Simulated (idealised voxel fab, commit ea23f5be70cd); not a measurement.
This section sets out a process module, namely voxel plated lines.
Shown is cross-section cut, with a width of 225 nm and square cells of size 5 nm.
A cross-section is written here as square cells arranged in a grid, and it is given in bands from the top down, each band taking up one or more rows of cells. Look at the band entry: it leads with the top's height and the bottom's height in nm. Then it lists the materials left to right, with a width in nm for each. The word "edge to edge" on a single material says that material fills the band edge to edge. The word "empty" is empty space. Measure heights from 0. That's the level where, below it, the as-received wafer is all one material. The lowest band is bottomless and extends downward; write it as in "0 down". It should be noted that a width expressed as "30->40" varies in equal increments from row to row of cells within the band, taking the value of the first number at the top row and that of the second number at the bottom row. What does "no alteration" mean for a step? It means no cell of the cross-section changed in that step. In the "Closed void listing" entry, you get each enclosed empty space of 8 cells or more, one with no open way to the top, written width x height at distance, distance from the left edge, in nm. Post-settings text on a step line: simulator's own remark regarding the step. Each step line may optionally specify "overlay nm", which for a step with a mask gives the rightward distance between the mask's planned place and where it lay, a negative value indicating the leftward direction.
**The process steps that were planned are listed below**
1,RECEIVE,material Si
2,CONFORMAL_DEP,material SiO2,thk nm 5
3,DIRECTIONAL_DEP,material TiN,thk nm 5
4,PATTERN,tone open,mask id LINES,material resist,width nm 30,pitch nm 45,thk nm 30,overlay nm 0
5,EPI,material Ru,thk nm 10
6,EPI,material Ru,thk nm 10
7,STRIP,etch materials resist
8,DIRECTIONAL_ETCH,etch materials TiN,depth nm 5
9,CONFORMAL_DEP,material SiN,thk nm 10
**Cross-section of the wafer as it came to us, i.e., already through step 1**
    0 down  Si edge to edge
    Closed void listing: none
**The first of the two wafers as seen in cross-section once the module was finished; processing followed the plan**
    40 to 30  empty 40; SiN 140; empty 45
    30 to 15  empty 40; SiN 10; Ru 30; SiN 15; Ru 30; SiN 15; Ru 30; SiN 10; empty 45
    15 to 10  SiN 50; Ru 30; SiN 15; Ru 30; SiN 15; Ru 30; SiN 55
    10 to 5  SiN 50; TiN 30; SiN 15; TiN 30; SiN 15; TiN 30; SiN 55
    5 to 0  SiO2 edge to edge
    0 down  Si edge to edge
    Closed void listing: none
**Here's the second of our two wafers sectioned at module end. Same start as the first, same plan, but one mistake got made running it**
    40 to 30  empty 35; SiN 140; empty 50
    30 to 15  empty 35; SiN 10; Ru 30; SiN 15; Ru 30; SiN 15; Ru 30; SiN 10; empty 50
    15 to 10  SiN 45; Ru 30; SiN 15; Ru 30; SiN 15; Ru 30; SiN 60
    10 to 5  SiN 45; TiN 30; SiN 15; TiN 30; SiN 15; TiN 30; SiN 60
    5 to 0  SiO2 edge to edge
    0 down  Si edge to edge
    Closed void listing: none
What was done differently from what was planned? step 4 off recipe, ran as PATTERN,tone open,mask id LINES,material resist,width nm 30,pitch nm 45,thk nm 30,overlay nm -5
At the close, every material occupies the same number of cells on the second wafer as on the first, only in different positions.
